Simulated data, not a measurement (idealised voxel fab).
Process module in this document: voxel capacitor over wiring
cross-section cut | 225 nm wide | cells 5 nm
This document writes a cross-section as a grid whose cells are square, and gives it as bands, listed from the top down; one or more rows of cells form a band.
Heads up on the band format: heights come first, top then bottom, in nm. After that it's the materials left to right, each with its width in nm. A single material flagged "everywhere" fills the whole band edge to edge, and "empty" means there's empty space there.
Counting heights begins at 0, where everything beneath is, in the wafer as received, one material. The lowest band has no bottom; it goes on downwards, as "z 0 and below" shows.
Width "30..40": first value at the band's top row of cells, second value at its bottom row, equal change from row to row.
When a step is marked "identical to before", none of the cells in the cross-section changed during that step.
The entry "Unvented internal voids" lists the empty spaces that cover at least 8 cells and have no open path to the top. Each is written as width x height at distance, where the distance is measured from the left edge and all three values are in nm.
It should be noted that, on the line of a given step, the content following the step's settings is a remark produced by the simulator itself with respect to that step.
overlay nm: how far to the right of its planned place the mask lay on this masked step (negative: to the left).
The following list gives the planned process steps
step 1: RECEIVE [material Si]
step 2: CONFORMAL_DEP [material SiO2] [thk nm 15]
step 3: CONFORMAL_DEP [material SiCN] [thk nm 5]
step 4: DIRECTIONAL_DEP [material SiO2] [thk nm 20]
step 5: MASKED_ETCH [tone open] [mask id METAL_1] [width nm 30] [pitch nm 90] [etch materials SiO2] [depth nm 20] [overlay nm 0]
step 6: MASKED_ETCH [tone open] [mask id METAL_1] [width nm 30] [pitch nm 90] [etch materials SiCN] [depth nm 5] [overlay nm 0]
step 7: CONFORMAL_DEP [material TiN] [thk nm 5]
step 8: FILL_DEP [material Cu] [thk nm 10]
step 9: CMP [height nm 40]
step 10: CONFORMAL_DEP [material SiCN] [thk nm 5]
step 11: DIRECTIONAL_DEP [material lowk] [thk nm 15]
step 12: DIRECTIONAL_DEP [material aC] [thk nm 10]
step 13: PATTERN [tone open] [mask id PLUG_1] [material resist] [width nm 15] [thk nm 30] [overlay nm 0]
step 14: DIRECTIONAL_ETCH [etch materials aC] [depth nm 10]
step 15: STRIP [etch materials resist]
step 16: DIRECTIONAL_ETCH [etch materials lowk] [depth nm 15]
step 17: DIRECTIONAL_ETCH [etch materials SiCN] [depth nm 5]
step 18: STRIP [etch materials aC]
step 19: CONFORMAL_DEP [material TiN] [thk nm 5]
step 20: FILL_DEP [material Ru] [thk nm 5]
step 21: CMP [height nm 60]
step 22: DIRECTIONAL_DEP [material TiN] [thk nm 5]
step 23: DIRECTIONAL_DEP [material SiN] [thk nm 5]
step 24: DIRECTIONAL_DEP [material TiN] [thk nm 5]
step 25: DIRECTIONAL_DEP [material aC] [thk nm 10]
step 26: PATTERN [tone cover] [mask id UPPER_PLATE] [material resist] [width nm 65] [thk nm 25] [overlay nm 0]
step 27: DIRECTIONAL_ETCH [etch materials aC] [depth nm 10]
step 28: STRIP [etch materials resist]
step 29: DIRECTIONAL_ETCH [etch materials TiN] [depth nm 5]
step 30: DIRECTIONAL_ETCH [etch materials SiN] [depth nm 5]
step 31: STRIP [etch materials aC]
step 32: MASKED_ETCH [tone cover] [mask id LOWER_PLATE] [width nm 75] [etch materials TiN] [depth nm 5] [overlay nm 0]
step 33: FILL_DEP [material SiO2] [thk nm 20]
step 34: CMP [height nm 90]
step 35: PATTERN [tone open] [mask id PLUG_2] [material resist] [width nm 15] [thk nm 20] [overlay nm 0]
step 36: DIRECTIONAL_ETCH [etch materials SiO2] [depth nm 15]
step 37: STRIP [etch materials resist]
step 38: CONFORMAL_DEP [material TiN] [thk nm 5]
step 39: FILL_DEP [material Ru] [thk nm 5]
step 40: CMP [height nm 90]
step 41: CONFORMAL_DEP [material SiCN] [thk nm 5]
Wafer at receipt (post step 1), cross-section
- z 0 and below | Si everywhere
- Unvented internal voids: none
The plan above was carried out on the starting structure above with one mistake, and this cross-section shows the wafer at the end of the module
- z 95 to 90 | SiCN everywhere
- z 90 to 80 | 75 of SiO2; 5 of TiN; 5 of Ru; 5 of TiN; 135 of SiO2
- z 80 to 70 | 75..65 of SiO2; 15..65 of TiN; 135..95 of SiO2
- z 70 to 65 | 65 of SiO2; 65 of SiN; 95 of SiO2
- z 65 to 60 | 60 of SiO2; 75 of TiN; 90 of SiO2
- z 60 to 45 | 65 of lowk; 5 of TiN; 5 of Ru; 5 of TiN; 145 of lowk
- z 45 to 40 | 65 of SiCN; 15 of TiN; 145 of SiCN
- z 40 to 25 | 50 of SiO2; 5 of TiN; 20 of Cu; 5 of TiN; 60 of SiO2; 5 of TiN; 20 of Cu; 5 of TiN; 55 of SiO2
- z 25 to 20 | 50 of SiO2; 10 of TiN; 10 of Cu; 10 of TiN; 60 of SiO2; 10 of TiN; 10 of Cu; 10 of TiN; 55 of SiO2
- z 20 to 15 | 55 of SiCN; 20 of TiN; 70 of SiCN; 20 of TiN; 60 of SiCN
- z 15 to 0 | SiO2 everywhere
- z 0 and below | Si everywhere
- Unvented internal voids: none
Deviation noted in wafer processing: step 6 changed vs plan, executed as MASKED_ETCH [tone open] [mask id METAL_1] [width nm 20] [pitch nm 90] [etch materials SiCN] [depth nm 5] [overlay nm 0]
